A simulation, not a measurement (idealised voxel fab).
process module | voxel trench capacitor
Pictured: cross-section cut, 260 nm wide, on a grid of 5 nm square cells.
A cross-section is written here as square cells arranged in a grid, and it is given in bands from the top down, each band taking up one or more rows of cells. Look at the band entry: it leads with the top's height and the bottom's height in nm. Then it lists the materials left to right, with a width in nm for each. The word "edge to edge" on a single material says that material fills the band edge to edge. The word "empty" is empty space. The reference from which all heights are counted is 0, the level beneath which the as-received wafer is entirely one material; the lowest band, having no lower bound, proceeds downward and is written after the example "0..down". Per-row width for "30->40": begins at first number (top row of band), ends at second number (bottom row), increment between rows held constant. The designation "same as before", where it is given for a processing step, indicates that no cell of the cross-section was altered in the course of that step. The entry "Closed void listing" lists the empty spaces that cover at least 8 cells and have no open path to the top. Each is written as width x height at distance, where the distance is measured from the left edge and all three values are in nm. The remark found on a step's line after its settings is issued by the simulator itself and pertains to that step. Among the settings permitted on a step's line is "overlay nm"; applied to a step with a mask, it specifies the extent to which the mask lay to the right of its planned position, whereas a negative figure signifies a position to the left.

This section lists the process steps that were planned:
1,RECEIVE, material Si
2,CONFORMAL_DEP, material SiN, thk nm 5
3,DIRECTIONAL_DEP, material aC, thk nm 15
4,PATTERN, tone open, mask id TRENCH, material resist, width nm 15, pitch nm 40, thk nm 35, overlay nm 0
5,DIRECTIONAL_ETCH, etch materials aC, depth nm 15
6,STRIP, etch materials resist
7,DIRECTIONAL_ETCH, etch materials SiN, depth nm 5
8,DIRECTIONAL_ETCH, etch materials Si, depth nm 40
9,STRIP, etch materials aC
10,CONFORMAL_DEP, material Al2O3, thk nm 5
11,FILL_DEP, material polySi, thk nm 5
12,CMP, height nm 5

Wafer as received: cross-section following step 1:
0..down = Si edge to edge
Closed void listing: none

Cross-section, end of module. Start: as above. Plan: as above. Execution: one mistake:
5..0 = 80 nm SiN; 5 nm Al2O3; 5 nm polySi; 5 nm Al2O3; 25 nm SiN; 5 nm Al2O3; 5 nm polySi; 5 nm Al2O3; 25 nm SiN; 5 nm Al2O3; 5 nm polySi; 5 nm Al2O3; 85 nm SiN
0..-75 = 80 nm Si; 5 nm Al2O3; 5 nm polySi; 5 nm Al2O3; 25 nm Si; 5 nm Al2O3; 5 nm polySi; 5 nm Al2O3; 25 nm Si; 5 nm Al2O3; 5 nm polySi; 5 nm Al2O3; 85 nm Si
-75..-80 = 80 nm Si; 15 nm Al2O3; 25 nm Si; 15 nm Al2O3; 25 nm Si; 15 nm Al2O3; 85 nm Si
-80..down = Si edge to edge
Closed void listing: none
Finding, execution versus plan: step 8 in the plan was executed twice
